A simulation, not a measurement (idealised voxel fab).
Title: Process Module voxel self aligned vias
Cross-sectional view cut (width: 240 nm; square cell size: 5 nm).
Cross-section format: a grid of square cells, given as bands from top to bottom; each band is one or more rows of cells. Top height, bottom height, nm. Materials left to right, width each, nm. Single material + "throughout" = fills band edge to edge. "empty" = empty. All heights in this document are referenced to 0, defined as the level beneath which the wafer, as received, consists entirely of one material. The lowest band is not bounded below; it extends indefinitely downward and is written in the form "0 nm and below". You'd read "30 to 40" like this: the band's top row of cells is as wide as the first number, its bottom row is as wide as the second, and going down, every row changes width by the same amount as the row before did. "identical to before" after a step means that no cell of the cross-section changed. The entry titled "Trapped cavities" provides the empty spaces that have no open way to the top, restricted to those of 8 cells or more. Each is presented as width x height at distance, the distance being measured from the left edge, with all three in nm. If you see something after the settings on a step's line, that's the simulator's own remark about that step. Steps that use a mask can have "overlay nm" on their line. It says how far the mask sat to the right of where it was meant to be. Negative means to the left.
Set out below are the planned steps of the process:
1) RECEIVE, material Si
2) CONFORMAL_DEP, material SiO2, thk nm 15
3) CONFORMAL_DEP, material SiCN, thk nm 5
4) DIRECTIONAL_DEP, material lowk, thk nm 25
5) MASKED_ETCH, tone open, mask id LINES, width nm 30, pitch nm 65, etch materials lowk, depth nm 25, overlay nm 0
6) CONFORMAL_DEP, material TiN, thk nm 5
7) FILL_DEP, material W, thk nm 10
8) CMP, height nm 45
9) SELECTIVE_ETCH, etch materials W Ru TiN, depth nm 10
10) FILL_DEP, material SiN, thk nm 5
11) CMP, height nm 45
12) DIRECTIONAL_DEP, material lowk, thk nm 20
13) PATTERN, tone open, mask id VIAS, material resist, width nm 40, pitch nm 65, thk nm 15, overlay nm 0
14) DIRECTIONAL_ETCH, etch materials lowk, depth nm 20
15) DIRECTIONAL_ETCH, etch materials SiN, depth nm 10
16) STRIP, etch materials resist
17) CONFORMAL_DEP, material TiN, thk nm 5
18) FILL_DEP, material Cu, thk nm 5
19) CMP, height nm 65
20) CONFORMAL_DEP, material SiCN, thk nm 5
Concerning the first of two wafers, which was run in accordance with the plan:
Wafer cross-section on receipt, i.e. after step 1:
  0 nm and below = Si throughout
  Trapped cavities: none
Cross-sectional representation of the wafer at the conclusion of step 2:
  15 nm to 0 nm = SiO2 throughout
  Heights below 0 show no change.
Cross-sectional representation of the wafer at the conclusion of step 3:
  20 nm to 15 nm = SiCN throughout
  Heights below 15 show no change.
Cross-sectional representation of the wafer at the conclusion of step 4:
  45 nm to 20 nm = lowk throughout
  Heights below 20 show no change.
Cross-sectional representation of the wafer at the conclusion of step 5:
  45 nm to 20 nm = 40 of lowk | 30 of empty | 35 of lowk | 30 of empty | 35 of lowk | 30 of empty | 40 of lowk
  Heights below 20 show no change.
Cross-sectional representation of the wafer at the conclusion of step 6:
  50 nm to 45 nm = 45 of TiN | 20 of empty | 45 of TiN | 20 of empty | 45 of TiN | 20 of empty | 45 of TiN
  45 nm to 25 nm = 40 of lowk | 5 of TiN | 20 of empty | 5 of TiN | 35 of lowk | 5 of TiN | 20 of empty | 5 of TiN | 35 of lowk | 5 of TiN | 20 of empty | 5 of TiN | 40 of lowk
  25 nm to 20 nm = 40 of lowk | 30 of TiN | 35 of lowk | 30 of TiN | 35 of lowk | 30 of TiN | 40 of lowk
  Heights below 20 show no change.
Cross-sectional representation of the wafer at the conclusion of step 7:
  60 nm to 50 nm = W throughout
  50 nm to 45 nm = 45 of TiN | 20 of W | 45 of TiN | 20 of W | 45 of TiN | 20 of W | 45 of TiN
  45 nm to 25 nm = 40 of lowk | 5 of TiN | 20 of W | 5 of TiN | 35 of lowk | 5 of TiN | 20 of W | 5 of TiN | 35 of lowk | 5 of TiN | 20 of W | 5 of TiN | 40 of lowk
  Heights below 25 show no change.
Cross-sectional representation of the wafer at the conclusion of step 8:
  45 nm to 25 nm = 40 of lowk | 5 of TiN | 20 of W | 5 of TiN | 35 of lowk | 5 of TiN | 20 of W | 5 of TiN | 35 of lowk | 5 of TiN | 20 of W | 5 of TiN | 40 of lowk
  Heights below 25 show no change.
Cross-sectional representation of the wafer at the conclusion of step 9:
  45 nm to 35 nm = 40 of lowk | 30 of empty | 35 of lowk | 30 of empty | 35 of lowk | 30 of empty | 40 of lowk
  Heights below 35 show no change.
Cross-sectional representation of the wafer at the conclusion of step 10:
  50 nm to 45 nm = SiN throughout
  45 nm to 35 nm = 40 of lowk | 30 of SiN | 35 of lowk | 30 of SiN | 35 of lowk | 30 of SiN | 40 of lowk
  Heights below 35 show no change.
Cross-sectional representation of the wafer at the conclusion of step 11:
  45 nm to 35 nm = 40 of lowk | 30 of SiN | 35 of lowk | 30 of SiN | 35 of lowk | 30 of SiN | 40 of lowk
  Heights below 35 show no change.
Cross-sectional representation of the wafer at the conclusion of step 12:
  65 nm to 45 nm = lowk throughout
  Heights below 45 show no change.
Cross-sectional representation of the wafer at the conclusion of step 13:
  80 nm to 65 nm = 35 of resist | 40 of empty | 25 of resist | 40 of empty | 25 of resist | 40 of empty | 35 of resist
  Heights below 65 show no change.
Cross-sectional representation of the wafer at the conclusion of step 14:
  80 nm to 65 nm = 35 of resist | 40 of empty | 25 of resist | 40 of empty | 25 of resist | 40 of empty | 35 of resist
  65 nm to 45 nm = 35 of lowk | 40 of empty | 25 of lowk | 40 of empty | 25 of lowk | 40 of empty | 35 of lowk
  Heights below 45 show no change.
Cross-sectional representation of the wafer at the conclusion of step 15:
  80 nm to 65 nm = 35 of resist | 40 of empty | 25 of resist | 40 of empty | 25 of resist | 40 of empty | 35 of resist
  65 nm to 45 nm = 35 of lowk | 40 of empty | 25 of lowk | 40 of empty | 25 of lowk | 40 of empty | 35 of lowk
  45 nm to 35 nm = 40 of lowk | 30 of empty | 35 of lowk | 30 of empty | 35 of lowk | 30 of empty | 40 of lowk
  Heights below 35 show no change.
Cross-sectional representation of the wafer at the conclusion of step 16:
  65 nm to 45 nm = 35 of lowk | 40 of empty | 25 of lowk | 40 of empty | 25 of lowk | 40 of empty | 35 of lowk
  Heights below 45 show no change.
Cross-sectional representation of the wafer at the conclusion of step 17:
  70 nm to 65 nm = 40 of TiN | 30 of empty | 35 of TiN | 30 of empty | 35 of TiN | 30 of empty | 40 of TiN
  65 nm to 50 nm = 35 of lowk | 5 of TiN | 30 of empty | 5 of TiN | 25 of lowk | 5 of TiN | 30 of empty | 5 of TiN | 25 of lowk | 5 of TiN | 30 of empty | 5 of TiN | 35 of lowk
  50 nm to 40 nm = 35 to 40 of lowk | 10 to 5 of TiN | 20 of empty | 10 to 5 of TiN | 25 to 35 of lowk | 10 to 5 of TiN | 20 of empty | 10 to 5 of TiN | 25 to 35 of lowk | 10 to 5 of TiN | 20 of empty | 10 to 5 of TiN | 35 to 40 of lowk
  40 nm to 35 nm = 40 of lowk | 30 of TiN | 35 of lowk | 30 of TiN | 35 of lowk | 30 of TiN | 40 of lowk
  Heights below 35 show no change.
Cross-sectional representation of the wafer at the conclusion of step 18:
  75 nm to 70 nm = Cu throughout
  70 nm to 65 nm = 40 of TiN | 30 of Cu | 35 of TiN | 30 of Cu | 35 of TiN | 30 of Cu | 40 of TiN
  65 nm to 50 nm = 35 of lowk | 5 of TiN | 30 of Cu | 5 of TiN | 25 of lowk | 5 of TiN | 30 of Cu | 5 of TiN | 25 of lowk | 5 of TiN | 30 of Cu | 5 of TiN | 35 of lowk
  50 nm to 40 nm = 35 to 40 of lowk | 10 to 5 of TiN | 20 of Cu | 10 to 5 of TiN | 25 to 35 of lowk | 10 to 5 of TiN | 20 of Cu | 10 to 5 of TiN | 25 to 35 of lowk | 10 to 5 of TiN | 20 of Cu | 10 to 5 of TiN | 35 to 40 of lowk
  Heights below 40 show no change.
Cross-sectional representation of the wafer at the conclusion of step 19:
  65 nm to 50 nm = 35 of lowk | 5 of TiN | 30 of Cu | 5 of TiN | 25 of lowk | 5 of TiN | 30 of Cu | 5 of TiN | 25 of lowk | 5 of TiN | 30 of Cu | 5 of TiN | 35 of lowk
  Heights below 50 show no change.
Cross-sectional representation of the wafer at the conclusion of step 20:
  70 nm to 65 nm = SiCN throughout
  Heights below 65 show no change.
Here the second wafer is described. Its start and its plan were those of the first wafer. Its run contained one mistake. Up to and including step 1, it did exactly what the first wafer did:
When step 2 should have ended:
  5 nm to 0 nm = SiCN throughout
  Heights below 0 show no change.
When step 3 should have ended:
  20 nm to 5 nm = SiO2 throughout
  Heights below 5 show no change.
When step 4 should have ended:
  45 nm to 20 nm = lowk throughout
  Heights below 20 show no change.
When step 5 should have ended:
  45 nm to 20 nm = 40 of lowk | 30 of empty | 35 of lowk | 30 of empty | 35 of lowk | 30 of empty | 40 of lowk
  Heights below 20 show no change.
When step 6 should have ended:
  50 nm to 45 nm = 45 of TiN | 20 of empty | 45 of TiN | 20 of empty | 45 of TiN | 20 of empty | 45 of TiN
  45 nm to 25 nm = 40 of lowk | 5 of TiN | 20 of empty | 5 of TiN | 35 of lowk | 5 of TiN | 20 of empty | 5 of TiN | 35 of lowk | 5 of TiN | 20 of empty | 5 of TiN | 40 of lowk
  25 nm to 20 nm = 40 of lowk | 30 of TiN | 35 of lowk | 30 of TiN | 35 of lowk | 30 of TiN | 40 of lowk
  Heights below 20 show no change.
When step 7 should have ended:
  60 nm to 50 nm = W throughout
  50 nm to 45 nm = 45 of TiN | 20 of W | 45 of TiN | 20 of W | 45 of TiN | 20 of W | 45 of TiN
  45 nm to 25 nm = 40 of lowk | 5 of TiN | 20 of W | 5 of TiN | 35 of lowk | 5 of TiN | 20 of W | 5 of TiN | 35 of lowk | 5 of TiN | 20 of W | 5 of TiN | 40 of lowk
  Heights below 25 show no change.
When step 8 should have ended:
  45 nm to 25 nm = 40 of lowk | 5 of TiN | 20 of W | 5 of TiN | 35 of lowk | 5 of TiN | 20 of W | 5 of TiN | 35 of lowk | 5 of TiN | 20 of W | 5 of TiN | 40 of lowk
  Heights below 25 show no change.
When step 9 should have ended:
  45 nm to 35 nm = 40 of lowk | 30 of empty | 35 of lowk | 30 of empty | 35 of lowk | 30 of empty | 40 of lowk
  Heights below 35 show no change.
When step 10 should have ended:
  50 nm to 45 nm = SiN throughout
  45 nm to 35 nm = 40 of lowk | 30 of SiN | 35 of lowk | 30 of SiN | 35 of lowk | 30 of SiN | 40 of lowk
  Heights below 35 show no change.
When step 11 should have ended:
  45 nm to 35 nm = 40 of lowk | 30 of SiN | 35 of lowk | 30 of SiN | 35 of lowk | 30 of SiN | 40 of lowk
  Heights below 35 show no change.
When step 12 should have ended:
  65 nm to 45 nm = lowk throughout
  Heights below 45 show no change.
When step 13 should have ended:
  80 nm to 65 nm = 35 of resist | 40 of empty | 25 of resist | 40 of empty | 25 of resist | 40 of empty | 35 of resist
  Heights below 65 show no change.
When step 14 should have ended:
  80 nm to 65 nm = 35 of resist | 40 of empty | 25 of resist | 40 of empty | 25 of resist | 40 of empty | 35 of resist
  65 nm to 45 nm = 35 of lowk | 40 of empty | 25 of lowk | 40 of empty | 25 of lowk | 40 of empty | 35 of lowk
  Heights below 45 show no change.
When step 15 should have ended:
  80 nm to 65 nm = 35 of resist | 40 of empty | 25 of resist | 40 of empty | 25 of resist | 40 of empty | 35 of resist
  65 nm to 45 nm = 35 of lowk | 40 of empty | 25 of lowk | 40 of empty | 25 of lowk | 40 of empty | 35 of lowk
  45 nm to 35 nm = 40 of lowk | 30 of empty | 35 of lowk | 30 of empty | 35 of lowk | 30 of empty | 40 of lowk
  Heights below 35 show no change.
When step 16 should have ended:
  65 nm to 45 nm = 35 of lowk | 40 of empty | 25 of lowk | 40 of empty | 25 of lowk | 40 of empty | 35 of lowk
  Heights below 45 show no change.
When step 17 should have ended:
  70 nm to 65 nm = 40 of TiN | 30 of empty | 35 of TiN | 30 of empty | 35 of TiN | 30 of empty | 40 of TiN
  65 nm to 50 nm = 35 of lowk | 5 of TiN | 30 of empty | 5 of TiN | 25 of lowk | 5 of TiN | 30 of empty | 5 of TiN | 25 of lowk | 5 of TiN | 30 of empty | 5 of TiN | 35 of lowk
  50 nm to 40 nm = 35 to 40 of lowk | 10 to 5 of TiN | 20 of empty | 10 to 5 of TiN | 25 to 35 of lowk | 10 to 5 of TiN | 20 of empty | 10 to 5 of TiN | 25 to 35 of lowk | 10 to 5 of TiN | 20 of empty | 10 to 5 of TiN | 35 to 40 of lowk
  40 nm to 35 nm = 40 of lowk | 30 of TiN | 35 of lowk | 30 of TiN | 35 of lowk | 30 of TiN | 40 of lowk
  Heights below 35 show no change.
When step 18 should have ended:
  75 nm to 70 nm = Cu throughout
  70 nm to 65 nm = 40 of TiN | 30 of Cu | 35 of TiN | 30 of Cu | 35 of TiN | 30 of Cu | 40 of TiN
  65 nm to 50 nm = 35 of lowk | 5 of TiN | 30 of Cu | 5 of TiN | 25 of lowk | 5 of TiN | 30 of Cu | 5 of TiN | 25 of lowk | 5 of TiN | 30 of Cu | 5 of TiN | 35 of lowk
  50 nm to 40 nm = 35 to 40 of lowk | 10 to 5 of TiN | 20 of Cu | 10 to 5 of TiN | 25 to 35 of lowk | 10 to 5 of TiN | 20 of Cu | 10 to 5 of TiN | 25 to 35 of lowk | 10 to 5 of TiN | 20 of Cu | 10 to 5 of TiN | 35 to 40 of lowk
  Heights below 40 show no change.
When step 19 should have ended:
  65 nm to 50 nm = 35 of lowk | 5 of TiN | 30 of Cu | 5 of TiN | 25 of lowk | 5 of TiN | 30 of Cu | 5 of TiN | 25 of lowk | 5 of TiN | 30 of Cu | 5 of TiN | 35 of lowk
  Heights below 50 show no change.
When step 20 should have ended:
  70 nm to 65 nm = SiCN throughout
  Heights below 65 show no change.
Plan not followed: swap of plan steps 2 and 3 during execution
At the end, each material covers as many cells on the second wafer as it does on the first, though the cells it covers are elsewhere.
